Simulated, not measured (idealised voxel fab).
process module | voxel capacitor over wiring
cross-section cut | 180 nm wide | cells 5 nm
A cross-section is a grid of square cells, given in bands from the top down. A band is one or more rows of cells.
Each band's line starts with the height of the band's top and of its bottom, in nm. Then come its materials from left to right, each with its width in nm. One material with "throughout" fills the band from edge to edge. "air" is empty space.
Height 0 is the level under which the wafer as received is all one material. The lowest band goes on downwards, as in "0 down".
A width such as "30 to 40" changes by the same amount from each row of cells to the next, from the band's top row to its bottom row.
"no change" after a step means that no cell of the cross-section changed.
closed voids: empty space of 8 cells or more with no open way to the top, each as width x height at its distance from the left edge, in nm
after a step's settings: what the simulator itself notes on the step
overlay nm, on a step with a mask: how far to the right of its planned place the mask lay; to the left if negative
Each pair below shows a cross-section before one step and the cross-section after it, down to the lowest band that changed. The line under each pair gives the step between them, with its settings. The pairs can come from different runs of this module on the same starting wafer, so a pair continues from the pair above only where its "before" says so.
before
  0 down: Si throughout
  closed voids: none
after
  10 to 0: SiO2 throughout
  below 0: unchanged
  closed voids: none
the step between: op CONFORMAL_DEP | material SiO2 | thk nm 10
before: the cross-section after the pair above
after
  15 to 10: SiCN throughout
  below 10: unchanged
  closed voids: none
the step between: op CONFORMAL_DEP | material SiCN | thk nm 5
before: the cross-section after the pair above
after
  35 to 15: lowk throughout
  below 15: unchanged
  closed voids: none
the step between: op DIRECTIONAL_DEP | material lowk | thk nm 20
before: the cross-section after the pair above
after
  35 to 15: lowk 30 | air 25 | lowk 70 | air 25 | lowk 30
  below 15: unchanged
  closed voids: none
the step between: op MASKED_ETCH | tone open | mask id METAL_1 | width nm 25 | pitch nm 95 | etch materials lowk | depth nm 20 | overlay nm 0
before: the cross-section after the pair above
after
  35 to 15: lowk 30 | air 25 | lowk 70 | air 25 | lowk 30
  15 to 10: SiCN 30 | air 25 | SiCN 70 | air 25 | SiCN 30
  below 10: unchanged
  closed voids: none
the step between: op MASKED_ETCH | tone open | mask id METAL_1 | width nm 25 | pitch nm 95 | etch materials SiCN | depth nm 5 | overlay nm 0
before: the cross-section after the pair above
after
  40 to 35: TiN 35 | air 15 | TiN 80 | air 15 | TiN 35
  35 to 15: lowk 30 | TiN 5 | air 15 | TiN 5 | lowk 70 | TiN 5 | air 15 | TiN 5 | lowk 30
  15 to 10: SiCN 30 | TiN 25 | SiCN 70 | TiN 25 | SiCN 30
  below 10: unchanged
  closed voids: none
the step between: op CONFORMAL_DEP | material TiN | thk nm 5
before: the cross-section after the pair above
after
  45 to 40: Cu throughout
  40 to 35: TiN 35 | Cu 15 | TiN 80 | Cu 15 | TiN 35
  35 to 15: lowk 30 | TiN 5 | Cu 15 | TiN 5 | lowk 70 | TiN 5 | Cu 15 | TiN 5 | lowk 30
  below 15: unchanged
  closed voids: none
the step between: op FILL_DEP | material Cu | thk nm 5
before: the cross-section after the pair above
after
  35 to 15: lowk 30 | TiN 5 | Cu 15 | TiN 5 | lowk 70 | TiN 5 | Cu 15 | TiN 5 | lowk 30
  below 15: unchanged
  closed voids: none
the step between: op CMP | height nm 35
before: the cross-section after the pair above
after
  40 to 35: SiCN throughout
  below 35: unchanged
  closed voids: none
the step between: op CONFORMAL_DEP | material SiCN | thk nm 5
before: the cross-section after the pair above
after
  60 to 40: SiO2 throughout
  below 40: unchanged
  closed voids: none
the step between: op DIRECTIONAL_DEP | material SiO2 | thk nm 20
before: the cross-section after the pair above
after
  60 to 40: SiO2 40 | air 15 | SiO2 125
  below 40: unchanged
  closed voids: none
the step between: op MASKED_ETCH | tone open | mask id PLUG_1 | width nm 15 | etch materials SiO2 | depth nm 20 | overlay nm 0
before: the cross-section after the pair above
after
  60 to 40: SiO2 40 | air 15 | SiO2 125
  40 to 35: SiCN 40 | air 15 | SiCN 125
  below 35: unchanged
  closed voids: none
the step between: op MASKED_ETCH | tone open | mask id PLUG_1 | width nm 15 | etch materials SiCN | depth nm 5 | overlay nm 0
before: the cross-section after the pair above
after
  65 to 60: TiN 45 | air 5 | TiN 130
  60 to 40: SiO2 40 | TiN 5 | air 5 | TiN 5 | SiO2 125
  40 to 35: SiCN 40 | TiN 15 | SiCN 125
  below 35: unchanged
  closed voids: none
the step between: op CONFORMAL_DEP | material TiN | thk nm 5
before: the cross-section after the pair above
after
  75 to 65: W throughout
  65 to 60: TiN 45 | W 5 | TiN 130
  60 to 40: SiO2 40 | TiN 5 | W 5 | TiN 5 | SiO2 125
  below 40: unchanged
  closed voids: none
the step between: op FILL_DEP | material W | thk nm 10
before: the cross-section after the pair above
after
  60 to 40: SiO2 40 | TiN 5 | W 5 | TiN 5 | SiO2 125
  below 40: unchanged
  closed voids: none
the step between: op CMP | height nm 60
before: the cross-section after the pair above
after
  70 to 60: TiN throughout
  below 60: unchanged
  closed voids: none
the step between: op DIRECTIONAL_DEP | material TiN | thk nm 10
before: the cross-section after the pair above
after
  75 to 70: SiN throughout
  below 70: unchanged
  closed voids: none
the step between: op DIRECTIONAL_DEP | material SiN | thk nm 5
before: the cross-section after the pair above
after
  80 to 75: TiN throughout
  below 75: unchanged
  closed voids: none
the step between: op DIRECTIONAL_DEP | material TiN | thk nm 5
before: the cross-section after the pair above
after
  95 to 80: aC throughout
  below 80: unchanged
  closed voids: none
the step between: op DIRECTIONAL_DEP | material aC | thk nm 15
before: the cross-section after the pair above
after
  125 to 95: air 40 | resist 75 | air 65
  below 95: unchanged
  closed voids: none
the step between: op PATTERN | tone cover | mask id UPPER_PLATE | material resist | width nm 75 | thk nm 30 | overlay nm 0
before: the cross-section after the pair above
after
  110 to 95: air 40 | resist 75 | air 65
  95 to 80: air 40 | aC 75 | air 65
  below 80: unchanged
  closed voids: none
the step between: op DIRECTIONAL_ETCH | etch materials aC | depth nm 15
before: the cross-section after the pair above
after
  95 to 80: air 40 | aC 75 | air 65
  below 80: unchanged
  closed voids: none
the step between: op STRIP | etch materials resist
before: the cross-section after the pair above
after
  95 to 80: air 40 | aC 75 | air 65
  80 to 75: air 40 | TiN 75 | air 65
  below 75: unchanged
  closed voids: none
the step between: op DIRECTIONAL_ETCH | etch materials TiN | depth nm 5
before: the cross-section after the pair above
after
  95 to 80: air 40 | aC 75 | air 65
  80 to 75: air 40 | TiN 75 | air 65
  75 to 70: air 40 | SiN 75 | air 65
  below 70: unchanged
  closed voids: none
the step between: op DIRECTIONAL_ETCH | etch materials SiN | depth nm 5
before: the cross-section after the pair above
after
  80 to 75: air 40 | TiN 75 | air 65
  below 75: unchanged
  closed voids: none
the step between: op STRIP | etch materials aC
before: the cross-section after the pair above
after
  95 to 80: air 35 | resist 85 | air 60
  80 to 75: air 35 | resist 5 | TiN 75 | resist 5 | air 60
  75 to 70: air 35 | resist 5 | SiN 75 | resist 5 | air 60
  below 70: unchanged
  closed voids: none
the step between: op PATTERN | tone cover | mask id LOWER_PLATE | material resist | width nm 85 | thk nm 15 | overlay nm 0
before: the cross-section after the pair above
after
  95 to 80: air 35 | resist 85 | air 60
  80 to 75: air 35 | resist 5 | TiN 75 | resist 5 | air 60
  75 to 70: air 35 | resist 5 | SiN 75 | resist 5 | air 60
  70 to 60: air 35 | TiN 85 | air 60
  below 60: unchanged
  closed voids: none
the step between: op DIRECTIONAL_ETCH | etch materials TiN | depth nm 10
before: the cross-section after the pair above
after
  80 to 75: air 40 | TiN 75 | air 65
  75 to 70: air 40 | SiN 75 | air 65
  below 70: unchanged
  closed voids: none
the step between: op STRIP | etch materials resist
before: the cross-section after the pair above
after
  95 to 80: SiO2 throughout
  80 to 75: SiO2 40 | TiN 75 | SiO2 65
  75 to 70: SiO2 40 | SiN 75 | SiO2 65
  70 to 60: SiO2 35 | TiN 85 | SiO2 60
  below 60: unchanged
  closed voids: none
the step between: op FILL_DEP | material SiO2 | thk nm 15
before: the cross-section after the pair above
after
  90 to 80: SiO2 throughout
  below 80: unchanged
  closed voids: none
the step between: op CMP | height nm 90
before: the cross-section after the pair above
after
  105 to 90: aC throughout
  below 90: unchanged
  closed voids: none
the step between: op DIRECTIONAL_DEP | material aC | thk nm 15
before: the cross-section after the pair above
after
  140 to 105: resist 50 | air 15 | resist 115
  below 105: unchanged
  closed voids: none
the step between: op PATTERN | tone open | mask id PLUG_2 | material resist | width nm 15 | thk nm 35 | overlay nm 0
before: the cross-section after the pair above
after
  125 to 105: resist 50 | air 15 | resist 115
  105 to 90: aC 50 | air 15 | aC 115
  below 90: unchanged
  closed voids: none
the step between: op DIRECTIONAL_ETCH | etch materials aC | depth nm 15
before: the cross-section after the pair above
after
  105 to 90: aC 50 | air 15 | aC 115
  below 90: unchanged
  closed voids: none
the step between: op STRIP | etch materials resist
before: the cross-section after the pair above
after
  105 to 90: aC 50 | air 15 | aC 115
  90 to 80: SiO2 50 | air 15 | SiO2 115
  below 80: unchanged
  closed voids: none
the step between: op DIRECTIONAL_ETCH | etch materials SiO2 | depth nm 10
before: the cross-section after the pair above
after
  90 to 80: SiO2 50 | air 15 | SiO2 115
  below 80: unchanged
  closed voids: none
the step between: op STRIP | etch materials aC
before: the cross-section after the pair above
after
  95 to 90: TiN 55 | air 5 | TiN 120
  90 to 85: SiO2 50 | TiN 5 | air 5 | TiN 5 | SiO2 115
  85 to 75: SiO2 50 to 40 | TiN 15 to 75 | SiO2 115 to 65
  below 75: unchanged
  closed voids: none
the step between: op CONFORMAL_DEP | material TiN | thk nm 5
before: the cross-section after the pair above
after
  105 to 95: W throughout
  95 to 90: TiN 55 | W 5 | TiN 120
  90 to 85: SiO2 50 | TiN 5 | W 5 | TiN 5 | SiO2 115
  below 85: unchanged
  closed voids: none
the step between: op FILL_DEP | material W | thk nm 10
before: the cross-section after the pair above
after
  90 to 85: SiO2 50 | TiN 5 | W 5 | TiN 5 | SiO2 115
  below 85: unchanged
  closed voids: none
the step between: op CMP | height nm 90
before: the cross-section after the pair above
after
  95 to 90: SiCN throughout
  below 90: unchanged
  closed voids: none
the step between: op CONFORMAL_DEP | material SiCN | thk nm 5
before
  70 to 60: TiN throughout
  60 to 40: SiO2 40 | TiN 5 | W 5 | TiN 5 | SiO2 125
  40 to 35: SiCN 40 | TiN 15 | SiCN 125
  35 to 15: lowk 30 | TiN 5 | Cu 15 | TiN 5 | lowk 70 | TiN 5 | Cu 15 | TiN 5 | lowk 30
  15 to 10: SiCN 30 | TiN 25 | SiCN 70 | TiN 25 | SiCN 30
  10 to 0: SiO2 throughout
  0 down: Si throughout
  closed voids: none
after
  75 to 60: TiN throughout
  below 60: unchanged
  closed voids: none
the step between: op DIRECTIONAL_DEP | material TiN | thk nm 5
before: the cross-section after the pair above
after
  90 to 75: aC throughout
  below 75: unchanged
  closed voids: none
the step between: op DIRECTIONAL_DEP | material aC | thk nm 15
before: the cross-section after the pair above
after
  120 to 90: air 40 | resist 75 | air 65
  below 90: unchanged
  closed voids: none
the step between: op PATTERN | tone cover | mask id UPPER_PLATE | material resist | width nm 75 | thk nm 30 | overlay nm 0
before: the cross-section after the pair above
after
  105 to 90: air 40 | resist 75 | air 65
  90 to 75: air 40 | aC 75 | air 65
  below 75: unchanged
  closed voids: none
the step between: op DIRECTIONAL_ETCH | etch materials aC | depth nm 15
before: the cross-section after the pair above
after
  90 to 75: air 40 | aC 75 | air 65
  below 75: unchanged
  closed voids: none
the step between: op STRIP | etch materials resist
before: the cross-section after the pair above
after
  90 to 75: air 40 | aC 75 | air 65
  75 to 70: air 40 | TiN 75 | air 65
  below 70: unchanged
  closed voids: none
the step between: op DIRECTIONAL_ETCH | etch materials TiN | depth nm 5
before: the cross-section after the pair above
after
  75 to 70: air 40 | TiN 75 | air 65
  below 70: unchanged
  closed voids: none
the step between: op STRIP | etch materials aC
before: the cross-section after the pair above
after
  90 to 75: air 35 | resist 85 | air 60
  75 to 70: air 35 | resist 5 | TiN 75 | resist 5 | air 60
  below 70: unchanged
  closed voids: none
the step between: op PATTERN | tone cover | mask id LOWER_PLATE | material resist | width nm 85 | thk nm 15 | overlay nm 0
before: the cross-section after the pair above
after
  90 to 75: air 35 | resist 85 | air 60
  75 to 70: air 35 | resist 5 | TiN 75 | resist 5 | air 60
  70 to 60: air 35 | TiN 85 | air 60
  below 60: unchanged
  closed voids: none
the step between: op DIRECTIONAL_ETCH | etch materials TiN | depth nm 10
before: the cross-section after the pair above
after
  75 to 70: air 40 | TiN 75 | air 65
  below 70: unchanged
  closed voids: none
the step between: op STRIP | etch materials resist
before: the cross-section after the pair above
after
  90 to 75: SiO2 throughout
  75 to 70: SiO2 40 | TiN 75 | SiO2 65
  70 to 60: SiO2 35 | TiN 85 | SiO2 60
  below 60: unchanged
  closed voids: none
the step between: op FILL_DEP | material SiO2 | thk nm 15
before: the cross-section after the pair above
after
  105 to 90: aC throughout
  below 90: unchanged
  closed voids: none
the step between: op DIRECTIONAL_DEP | material aC | thk nm 15
before: the cross-section after the pair above
after
  140 to 105: resist 50 | air 15 | resist 115
  below 105: unchanged
  closed voids: none
the step between: op PATTERN | tone open | mask id PLUG_2 | material resist | width nm 15 | thk nm 35 | overlay nm 0
before: the cross-section after the pair above
after
  125 to 105: resist 50 | air 15 | resist 115
  105 to 90: aC 50 | air 15 | aC 115
  below 90: unchanged
  closed voids: none
the step between: op DIRECTIONAL_ETCH | etch materials aC | depth nm 15
before: the cross-section after the pair above
after
  105 to 90: aC 50 | air 15 | aC 115
  below 90: unchanged
  closed voids: none
the step between: op STRIP | etch materials resist
before: the cross-section after the pair above
after
  105 to 90: aC 50 | air 15 | aC 115
  90 to 80: SiO2 50 | air 15 | SiO2 115
  below 80: unchanged
  closed voids: none
the step between: op DIRECTIONAL_ETCH | etch materials SiO2 | depth nm 10
before: the cross-section after the pair above
after
  90 to 80: SiO2 50 | air 15 | SiO2 115
  below 80: unchanged
  closed voids: none
the step between: op STRIP | etch materials aC
before: the cross-section after the pair above
after
  95 to 90: TiN 55 | air 5 | TiN 120
  90 to 85: SiO2 50 | TiN 5 | air 5 | TiN 5 | SiO2 115
  85 to 80: SiO2 50 | TiN 15 | SiO2 115
  below 80: unchanged
  closed voids: none
the step between: op CONFORMAL_DEP | material TiN | thk nm 5
before: the cross-section after the pair above
after
  105 to 95: W throughout
  95 to 90: TiN 55 | W 5 | TiN 120
  90 to 85: SiO2 50 | TiN 5 | W 5 | TiN 5 | SiO2 115
  below 85: unchanged
  closed voids: none
the step between: op FILL_DEP | material W | thk nm 10
before: the cross-section after the pair above
after
  90 to 85: SiO2 50 | TiN 5 | W 5 | TiN 5 | SiO2 115
  below 85: unchanged
  closed voids: none
the step between: op CMP | height nm 90
before: the cross-section after the pair above
after
  95 to 90: SiCN throughout
  below 90: unchanged
  closed voids: none
the step between: op CONFORMAL_DEP | material SiCN | thk nm 5
before
  35 to 15: lowk 30 | TiN 5 | Cu 15 | TiN 5 | lowk 70 | TiN 5 | Cu 15 | TiN 5 | lowk 30
  15 to 10: SiCN 30 | TiN 25 | SiCN 70 | TiN 25 | SiCN 30
  10 to 0: SiO2 throughout
  0 down: Si throughout
  closed voids: none
after
  55 to 35: SiO2 throughout
  below 35: unchanged
  closed voids: none
the step between: op DIRECTIONAL_DEP | material SiO2 | thk nm 20
before: the cross-section after the pair above
after
  60 to 55: SiCN throughout
  below 55: unchanged
  closed voids: none
the step between: op CONFORMAL_DEP | material SiCN | thk nm 5
before: the cross-section after the pair above
after
  60 to 55: SiCN 40 | air 15 | SiCN 125
  below 55: unchanged
  closed voids: none
the step between: op MASKED_ETCH | tone open | mask id PLUG_1 | width nm 15 | etch materials SiCN | depth nm 5 | overlay nm 0
before: the cross-section after the pair above
after
  65 to 60: TiN 45 | air 5 | TiN 130
  60 to 55: SiCN 40 | TiN 15 | SiCN 125
  below 55: unchanged
  closed voids: none
the step between: op CONFORMAL_DEP | material TiN | thk nm 5
before: the cross-section after the pair above
after
  75 to 65: W throughout
  65 to 60: TiN 45 | W 5 | TiN 130
  below 60: unchanged
  closed voids: none
the step between: op FILL_DEP | material W | thk nm 10
before: the cross-section after the pair above
after
  60 to 55: SiCN 40 | TiN 15 | SiCN 125
  below 55: unchanged
  closed voids: none
the step between: op CMP | height nm 60
before: the cross-section after the pair above
after
  70 to 60: TiN throughout
  below 60: unchanged
  closed voids: none
the step between: op DIRECTIONAL_DEP | material TiN | thk nm 10
before: the cross-section after the pair above
after
  75 to 70: SiN throughout
  below 70: unchanged
  closed voids: none
the step between: op DIRECTIONAL_DEP | material SiN | thk nm 5
before: the cross-section after the pair above
after
  80 to 75: TiN throughout
  below 75: unchanged
  closed voids: none
the step between: op DIRECTIONAL_DEP | material TiN | thk nm 5
before: the cross-section after the pair above
after
  95 to 80: aC throughout
  below 80: unchanged
  closed voids: none
the step between: op DIRECTIONAL_DEP | material aC | thk nm 15
before: the cross-section after the pair above
after
  125 to 95: air 40 | resist 75 | air 65
  below 95: unchanged
  closed voids: none
the step between: op PATTERN | tone cover | mask id UPPER_PLATE | material resist | width nm 75 | thk nm 30 | overlay nm 0
before: the cross-section after the pair above
after
  110 to 95: air 40 | resist 75 | air 65
  95 to 80: air 40 | aC 75 | air 65
  below 80: unchanged
  closed voids: none
the step between: op DIRECTIONAL_ETCH | etch materials aC | depth nm 15
before: the cross-section after the pair above
after
  95 to 80: air 40 | aC 75 | air 65
  below 80: unchanged
  closed voids: none
the step between: op STRIP | etch materials resist
before: the cross-section after the pair above
after
  95 to 80: air 40 | aC 75 | air 65
  80 to 75: air 40 | TiN 75 | air 65
  below 75: unchanged
  closed voids: none
the step between: op DIRECTIONAL_ETCH | etch materials TiN | depth nm 5
before: the cross-section after the pair above
after
  95 to 80: air 40 | aC 75 | air 65
  80 to 75: air 40 | TiN 75 | air 65
  75 to 70: air 40 | SiN 75 | air 65
  below 70: unchanged
  closed voids: none
the step between: op DIRECTIONAL_ETCH | etch materials SiN | depth nm 5
before: the cross-section after the pair above
after
  80 to 75: air 40 | TiN 75 | air 65
  below 75: unchanged
  closed voids: none
the step between: op STRIP | etch materials aC
before: the cross-section after the pair above
after
  95 to 80: air 35 | resist 85 | air 60
  80 to 75: air 35 | resist 5 | TiN 75 | resist 5 | air 60
  75 to 70: air 35 | resist 5 | SiN 75 | resist 5 | air 60
  below 70: unchanged
  closed voids: none
the step between: op PATTERN | tone cover | mask id LOWER_PLATE | material resist | width nm 85 | thk nm 15 | overlay nm 0
before: the cross-section after the pair above
after
  95 to 80: air 35 | resist 85 | air 60
  80 to 75: air 35 | resist 5 | TiN 75 | resist 5 | air 60
  75 to 70: air 35 | resist 5 | SiN 75 | resist 5 | air 60
  70 to 60: air 35 | TiN 85 | air 60
  below 60: unchanged
  closed voids: none
the step between: op DIRECTIONAL_ETCH | etch materials TiN | depth nm 10
before: the cross-section after the pair above
after
  80 to 75: air 40 | TiN 75 | air 65
  75 to 70: air 40 | SiN 75 | air 65
  below 70: unchanged
  closed voids: none
the step between: op STRIP | etch materials resist
before: the cross-section after the pair above
after
  95 to 80: SiO2 throughout
  80 to 75: SiO2 40 | TiN 75 | SiO2 65
  75 to 70: SiO2 40 | SiN 75 | SiO2 65
  70 to 60: SiO2 35 | TiN 85 | SiO2 60
  below 60: unchanged
  closed voids: none
the step between: op FILL_DEP | material SiO2 | thk nm 15
before: the cross-section after the pair above
after
  90 to 80: SiO2 throughout
  below 80: unchanged
  closed voids: none
the step between: op CMP | height nm 90
before: the cross-section after the pair above
after
  105 to 90: aC throughout
  below 90: unchanged
  closed voids: none
the step between: op DIRECTIONAL_DEP | material aC | thk nm 15
before: the cross-section after the pair above
after
  140 to 105: resist 50 | air 15 | resist 115
  below 105: unchanged
  closed voids: none
the step between: op PATTERN | tone open | mask id PLUG_2 | material resist | width nm 15 | thk nm 35 | overlay nm 0
before: the cross-section after the pair above
after
  125 to 105: resist 50 | air 15 | resist 115
  105 to 90: aC 50 | air 15 | aC 115
  below 90: unchanged
  closed voids: none
the step between: op DIRECTIONAL_ETCH | etch materials aC | depth nm 15
before: the cross-section after the pair above
after
  105 to 90: aC 50 | air 15 | aC 115
  below 90: unchanged
  closed voids: none
the step between: op STRIP | etch materials resist
before: the cross-section after the pair above
after
  105 to 90: aC 50 | air 15 | aC 115
  90 to 80: SiO2 50 | air 15 | SiO2 115
  below 80: unchanged
  closed voids: none
the step between: op DIRECTIONAL_ETCH | etch materials SiO2 | depth nm 10
before: the cross-section after the pair above
after
  90 to 80: SiO2 50 | air 15 | SiO2 115
  below 80: unchanged
  closed voids: none
the step between: op STRIP | etch materials aC
before: the cross-section after the pair above
after
  95 to 90: TiN 55 | air 5 | TiN 120
  90 to 85: SiO2 50 | TiN 5 | air 5 | TiN 5 | SiO2 115
  85 to 75: SiO2 50 to 40 | TiN 15 to 75 | SiO2 115 to 65
  below 75: unchanged
  closed voids: none
the step between: op CONFORMAL_DEP | material TiN | thk nm 5
before: the cross-section after the pair above
after
  105 to 95: W throughout
  95 to 90: TiN 55 | W 5 | TiN 120
  90 to 85: SiO2 50 | TiN 5 | W 5 | TiN 5 | SiO2 115
  below 85: unchanged
  closed voids: none
the step between: op FILL_DEP | material W | thk nm 10
before: the cross-section after the pair above
after
  90 to 85: SiO2 50 | TiN 5 | W 5 | TiN 5 | SiO2 115
  below 85: unchanged
  closed voids: none
the step between: op CMP | height nm 90
before: the cross-section after the pair above
after
  95 to 90: SiCN throughout
  below 90: unchanged
  closed voids: none
the step between: op CONFORMAL_DEP | material SiCN | thk nm 5
before
  95 to 80: air 35 | resist 85 | air 60
  80 to 75: air 35 | resist 5 | TiN 75 | resist 5 | air 60
  75 to 70: air 35 | resist 5 | SiN 75 | resist 5 | air 60
  70 to 60: TiN throughout
  60 to 40: SiO2 40 | TiN 5 | W 5 | TiN 5 | SiO2 125
  40 to 35: SiCN 40 | TiN 15 | SiCN 125
  35 to 15: lowk 30 | TiN 5 | Cu 15 | TiN 5 | lowk 70 | TiN 5 | Cu 15 | TiN 5 | lowk 30
  15 to 10: SiCN 30 | TiN 25 | SiCN 70 | TiN 25 | SiCN 30
  10 to 0: SiO2 throughout
  0 down: Si throughout
  closed voids: none
after
  95 to 80: air 35 | resist 85 | air 60
  80 to 75: air 35 | resist 5 | TiN 75 | resist 5 | air 60
  75 to 70: air 35 | resist 5 | SiN 75 | resist 5 | air 60
  70 to 65: air 35 | TiN 85 | air 60
  below 65: unchanged
  closed voids: none
the step between: op DIRECTIONAL_ETCH | etch materials TiN | depth nm 5
before: the cross-section after the pair above
after
  80 to 75: air 40 | TiN 75 | air 65
  75 to 70: air 40 | SiN 75 | air 65
  below 70: unchanged
  closed voids: none
the step between: op STRIP | etch materials resist
before: the cross-section after the pair above
after
  95 to 80: SiO2 throughout
  80 to 75: SiO2 40 | TiN 75 | SiO2 65
  75 to 70: SiO2 40 | SiN 75 | SiO2 65
  70 to 65: SiO2 35 | TiN 85 | SiO2 60
  below 65: unchanged
  closed voids: none
the step between: op FILL_DEP | material SiO2 | thk nm 15
before: the cross-section after the pair above
after
  90 to 80: SiO2 throughout
  below 80: unchanged
  closed voids: none
the step between: op CMP | height nm 90
before: the cross-section after the pair above
after
  105 to 90: aC throughout
  below 90: unchanged
  closed voids: none
the step between: op DIRECTIONAL_DEP | material aC | thk nm 15
before: the cross-section after the pair above
after
  140 to 105: resist 50 | air 15 | resist 115
  below 105: unchanged
  closed voids: none
the step between: op PATTERN | tone open | mask id PLUG_2 | material resist | width nm 15 | thk nm 35 | overlay nm 0
before: the cross-section after the pair above
after
  125 to 105: resist 50 | air 15 | resist 115
  105 to 90: aC 50 | air 15 | aC 115
  below 90: unchanged
  closed voids: none
the step between: op DIRECTIONAL_ETCH | etch materials aC | depth nm 15
before: the cross-section after the pair above
after
  105 to 90: aC 50 | air 15 | aC 115
  below 90: unchanged
  closed voids: none
the step between: op STRIP | etch materials resist
before: the cross-section after the pair above
after
  105 to 90: aC 50 | air 15 | aC 115
  90 to 80: SiO2 50 | air 15 | SiO2 115
  below 80: unchanged
  closed voids: none
the step between: op DIRECTIONAL_ETCH | etch materials SiO2 | depth nm 10
before: the cross-section after the pair above
after
  90 to 80: SiO2 50 | air 15 | SiO2 115
  below 80: unchanged
  closed voids: none
the step between: op STRIP | etch materials aC
before: the cross-section after the pair above
after
  95 to 90: TiN 55 | air 5 | TiN 120
  90 to 85: SiO2 50 | TiN 5 | air 5 | TiN 5 | SiO2 115
  85 to 75: SiO2 50 to 40 | TiN 15 to 75 | SiO2 115 to 65
  below 75: unchanged
  closed voids: none
the step between: op CONFORMAL_DEP | material TiN | thk nm 5
before: the cross-section after the pair above
after
  105 to 95: W throughout
  95 to 90: TiN 55 | W 5 | TiN 120
  90 to 85: SiO2 50 | TiN 5 | W 5 | TiN 5 | SiO2 115
  below 85: unchanged
  closed voids: none
the step between: op FILL_DEP | material W | thk nm 10
before: the cross-section after the pair above
after
  90 to 85: SiO2 50 | TiN 5 | W 5 | TiN 5 | SiO2 115
  below 85: unchanged
  closed voids: none
the step between: op CMP | height nm 90
before: the cross-section after the pair above
after
  95 to 90: SiCN throughout
  below 90: unchanged
  closed voids: none
the step between: op CONFORMAL_DEP | material SiCN | thk nm 5
before
  35 to 15: lowk 30 | air 25 | lowk 70 | air 25 | lowk 30
  15 to 10: SiCN throughout
  10 to 0: SiO2 throughout
  0 down: Si throughout
  closed voids: none
after
  35 to 15: lowk 30 | air 25 | lowk 70 | air 25 | lowk 30
  15 to 10: SiCN 35 | air 15 | SiCN 80 | air 15 | SiCN 35
  below 10: unchanged
  closed voids: none
the step between: op MASKED_ETCH | tone open | mask id METAL_1 | width nm 15 | pitch nm 95 | etch materials SiCN | depth nm 5 | overlay nm 0
before: the cross-section after the pair above
after
  40 to 35: TiN 35 | air 15 | TiN 80 | air 15 | TiN 35
  35 to 20: lowk 30 | TiN 5 | air 15 | TiN 5 | lowk 70 | TiN 5 | air 15 | TiN 5 | lowk 30
  20 to 15: lowk 30 | TiN 10 | air 5 | TiN 10 | lowk 70 | TiN 10 | air 5 | TiN 10 | lowk 30
  15 to 10: SiCN 35 | TiN 15 | SiCN 80 | TiN 15 | SiCN 35
  below 10: unchanged
  closed voids: none
the step between: op CONFORMAL_DEP | material TiN | thk nm 5
before: the cross-section after the pair above
after
  45 to 40: Cu throughout
  40 to 35: TiN 35 | Cu 15 | TiN 80 | Cu 15 | TiN 35
  35 to 20: lowk 30 | TiN 5 | Cu 15 | TiN 5 | lowk 70 | TiN 5 | Cu 15 | TiN 5 | lowk 30
  20 to 15: lowk 30 | TiN 10 | Cu 5 | TiN 10 | lowk 70 | TiN 10 | Cu 5 | TiN 10 | lowk 30
  below 15: unchanged
  closed voids: none
the step between: op FILL_DEP | material Cu | thk nm 5
before: the cross-section after the pair above
after
  35 to 20: lowk 30 | TiN 5 | Cu 15 | TiN 5 | lowk 70 | TiN 5 | Cu 15 | TiN 5 | lowk 30
  below 20: unchanged
  closed voids: none
the step between: op CMP | height nm 35
before: the cross-section after the pair above
after
  40 to 35: SiCN throughout
  below 35: unchanged
  closed voids: none
the step between: op CONFORMAL_DEP | material SiCN | thk nm 5
before: the cross-section after the pair above
after
  60 to 40: SiO2 throughout
  below 40: unchanged
  closed voids: none
the step between: op DIRECTIONAL_DEP | material SiO2 | thk nm 20
before: the cross-section after the pair above
after
  60 to 40: SiO2 40 | air 15 | SiO2 125
  below 40: unchanged
  closed voids: none
the step between: op MASKED_ETCH | tone open | mask id PLUG_1 | width nm 15 | etch materials SiO2 | depth nm 20 | overlay nm 0
before: the cross-section after the pair above
after
  60 to 40: SiO2 40 | air 15 | SiO2 125
  40 to 35: SiCN 40 | air 15 | SiCN 125
  below 35: unchanged
  closed voids: none
the step between: op MASKED_ETCH | tone open | mask id PLUG_1 | width nm 15 | etch materials SiCN | depth nm 5 | overlay nm 0
before: the cross-section after the pair above
after
  65 to 60: TiN 45 | air 5 | TiN 130
  60 to 40: SiO2 40 | TiN 5 | air 5 | TiN 5 | SiO2 125
  40 to 35: SiCN 40 | TiN 15 | SiCN 125
  below 35: unchanged
  closed voids: none
the step between: op CONFORMAL_DEP | material TiN | thk nm 5
before: the cross-section after the pair above
after
  75 to 65: W throughout
  65 to 60: TiN 45 | W 5 | TiN 130
  60 to 40: SiO2 40 | TiN 5 | W 5 | TiN 5 | SiO2 125
  below 40: unchanged
  closed voids: none
the step between: op FILL_DEP | material W | thk nm 10
before: the cross-section after the pair above
after
  60 to 40: SiO2 40 | TiN 5 | W 5 | TiN 5 | SiO2 125
  below 40: unchanged
  closed voids: none
the step between: op CMP | height nm 60
before: the cross-section after the pair above
after
  70 to 60: TiN throughout
  below 60: unchanged
  closed voids: none
the step between: op DIRECTIONAL_DEP | material TiN | thk nm 10
before: the cross-section after the pair above
after
  75 to 70: SiN throughout
  below 70: unchanged
  closed voids: none
the step between: op DIRECTIONAL_DEP | material SiN | thk nm 5
before: the cross-section after the pair above
after
  80 to 75: TiN throughout
  below 75: unchanged
  closed voids: none
the step between: op DIRECTIONAL_DEP | material TiN | thk nm 5
before: the cross-section after the pair above
after
  95 to 80: aC throughout
  below 80: unchanged
  closed voids: none
the step between: op DIRECTIONAL_DEP | material aC | thk nm 15
before: the cross-section after the pair above
after
  125 to 95: air 40 | resist 75 | air 65
  below 95: unchanged
  closed voids: none
the step between: op PATTERN | tone cover | mask id UPPER_PLATE | material resist | width nm 75 | thk nm 30 | overlay nm 0
before: the cross-section after the pair above
after
  110 to 95: air 40 | resist 75 | air 65
  95 to 80: air 40 | aC 75 | air 65
  below 80: unchanged
  closed voids: none
the step between: op DIRECTIONAL_ETCH | etch materials aC | depth nm 15
before: the cross-section after the pair above
after
  95 to 80: air 40 | aC 75 | air 65
  below 80: unchanged
  closed voids: none
the step between: op STRIP | etch materials resist
before: the cross-section after the pair above
after
  95 to 80: air 40 | aC 75 | air 65
  80 to 75: air 40 | TiN 75 | air 65
  below 75: unchanged
  closed voids: none
the step between: op DIRECTIONAL_ETCH | etch materials TiN | depth nm 5
before: the cross-section after the pair above
after
  95 to 80: air 40 | aC 75 | air 65
  80 to 75: air 40 | TiN 75 | air 65
  75 to 70: air 40 | SiN 75 | air 65
  below 70: unchanged
  closed voids: none
the step between: op DIRECTIONAL_ETCH | etch materials SiN | depth nm 5
before: the cross-section after the pair above
after
  80 to 75: air 40 | TiN 75 | air 65
  below 75: unchanged
  closed voids: none
the step between: op STRIP | etch materials aC
